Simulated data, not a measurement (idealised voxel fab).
A process module follows: voxel double patterning.
Xsec cut, 250 nm wide, square cell size 5 nm.
Cross-section = grid of square cells, listed top down in bands; band = one or more rows. This entry defines a band. It first specifies the height of the band's top and the height of its bottom in nm, and then specifies the band's materials from left to right, stating each material with its width in nm. The word "all across" identifies a single material that fills the band from edge to edge, while the word "air" identifies empty space. Heights are expressed relative to 0, this being the level below which the as-received wafer comprises one material exclusively. The lowest band is unbounded in the downward direction and is denoted as in "0 -> down". With a width like "30->40", each row of cells in the band differs from the next by the same amount, the top row carrying the first number and the bottom row the second. The designation "left unchanged", where it is given for a processing step, indicates that no cell of the cross-section was altered in the course of that step. "Listed closed voids" enumerates empty spaces isolated from the top, with no open way to it, that contain at least 8 cells, giving each as width x height at distance from the left edge, all three in nm. Post-settings text on a step line: simulator's own remark regarding the step. "overlay nm" denotes, for a step that has a mask, the displacement of the mask to the right of its planned place, with negative values corresponding to the left.
-- The following list gives the planned process steps
1) RECEIVE (material Si)
2) CONFORMAL_DEP (material SiN; thk nm 5)
3) DIRECTIONAL_DEP (material SiO2; thk nm 20)
4) DIRECTIONAL_DEP (material SiCN; thk nm 10)
5) DIRECTIONAL_DEP (material aC; thk nm 15)
6) PATTERN (tone open; mask id FIRST; material resist; width nm 15; pitch nm 50; thk nm 35; overlay nm 0)
7) DIRECTIONAL_ETCH (etch materials aC; depth nm 15)
8) STRIP (etch materials resist)
9) DIRECTIONAL_ETCH (etch materials SiCN; depth nm 10)
10) STRIP (etch materials aC)
11) MASKED_ETCH (tone open; mask id SECOND; width nm 15; etch materials SiCN; depth nm 10; overlay nm 0)
12) DIRECTIONAL_ETCH (etch materials SiO2; depth nm 20)
13) STRIP (etch materials SiCN)
-- As received (post step 1): cross-section
- 0 -> down: Si all across
- Listed closed voids: none
-- Cross-section taken at module completion on the first of two wafers; processed per the plan
- 25 -> 5: SiO2 90, then air 15, then SiO2 10, then air 15, then SiO2 10, then air 15, then SiO2 95
- 5 -> 0: SiN all across
- 0 -> down: Si all across
- Listed closed voids: none
-- End-of-module cross-section of the second wafer: identical starting point and process plan to the first, with one processing mistake
- 20 -> 5: SiO2 90, then air 15, then SiO2 10, then air 15, then SiO2 10, then air 15, then SiO2 95
- 5 -> 0: SiN all across
- 0 -> down: Si all across
- Listed closed voids: none
Deviation noted in wafer processing: not per plan at step 3, really ran DIRECTIONAL_DEP (material SiO2; thk nm 15)
Heads up, by the end the second wafer has more or fewer cells of some materials compared to the first: SiO2 -41
